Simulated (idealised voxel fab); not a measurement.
voxel ribs on slabs: a process module
Cross-sectional view cut (width: 240 nm; square cell size: 5 nm).
How to read a cross-section here: the picture is a grid of square cells, written as bands going from the top down, and any band can span one or more rows of cells. Top, bottom (nm), then materials left to right with widths (nm); lone material tagged "edge to edge" fills the whole band edge to edge; "empty" = empty space. It should be noted that heights are counted from 0, beneath which the wafer as supplied is of one material throughout, and that the lowest band possesses no lower boundary but continues downward, as written in "top 0, no bottom". When a width is written as two numbers, as in "30 to 40", the first number is the width in the top row of cells of the band and the second is the width in its bottom row, and the width changes by the same amount from each row to the next. Key: "nothing altered" - step with no changed cell in the cross-section. "Sealed internal voids" means: voids of 8 cells or more that are shut off from the top with no open way through. Written width x height at distance, distance from the left edge, in nm. Note: text after step settings on the step line = simulator remark on that step. overlay nm: right-of-plan distance of the mask on a masked step; negative values mean left-of-plan.

**The following list gives the planned process steps**
1: RECEIVE [material Si]
2: DIRECTIONAL_DEP [material SiO2] [thk nm 30]
3: DIRECTIONAL_DEP [material SiN] [thk nm 20]
4: MASKED_ETCH [tone cover] [mask id RIB] [width nm 30] [etch materials SiN] [depth nm 10] [overlay nm 0]
5: PATTERN [tone cover] [mask id SLAB] [material resist] [width nm 70] [thk nm 15] [overlay nm 0]
6: DIRECTIONAL_ETCH [etch materials SiN] [depth nm 5]
7: STRIP [etch materials resist]
8: FILL_DEP [material SiO2] [thk nm 25]
9: CMP [height nm 65]
10: DIRECTIONAL_DEP [material TiN] [thk nm 5]
11: MASKED_ETCH [tone cover] [mask id HEATER] [width nm 40] [etch materials TiN] [depth nm 5] [overlay nm 0]
12: CONFORMAL_DEP [material SiN] [thk nm 10]
The value of depth nm given for step 6 in the plan refers to the first wafer; the wafers vary in this setting and are alike at the start.

**As received, i.e. after step 1: cross-section through the first of several wafers**
* top 0, no bottom  Si edge to edge
* Sealed internal voids: none

**Each row below is a wafer at the end of the module, listing for every material the number of cells it has gained (+) or lost (-) since it was received, followed by its closed voids**
depth nm 5, +174 SiN, +550 SiO2, +8 TiN, Sealed internal voids: none
depth nm 10, +140 SiN, +584 SiO2, +8 TiN, Sealed internal voids: none
depth nm 15, +140 SiN, +584 SiO2, +8 TiN, Sealed internal voids: none
depth nm 20, +140 SiN, +584 SiO2, +8 TiN, Sealed internal voids: none
depth nm 25, +140 SiN, +584 SiO2, +8 TiN, Sealed internal voids: none
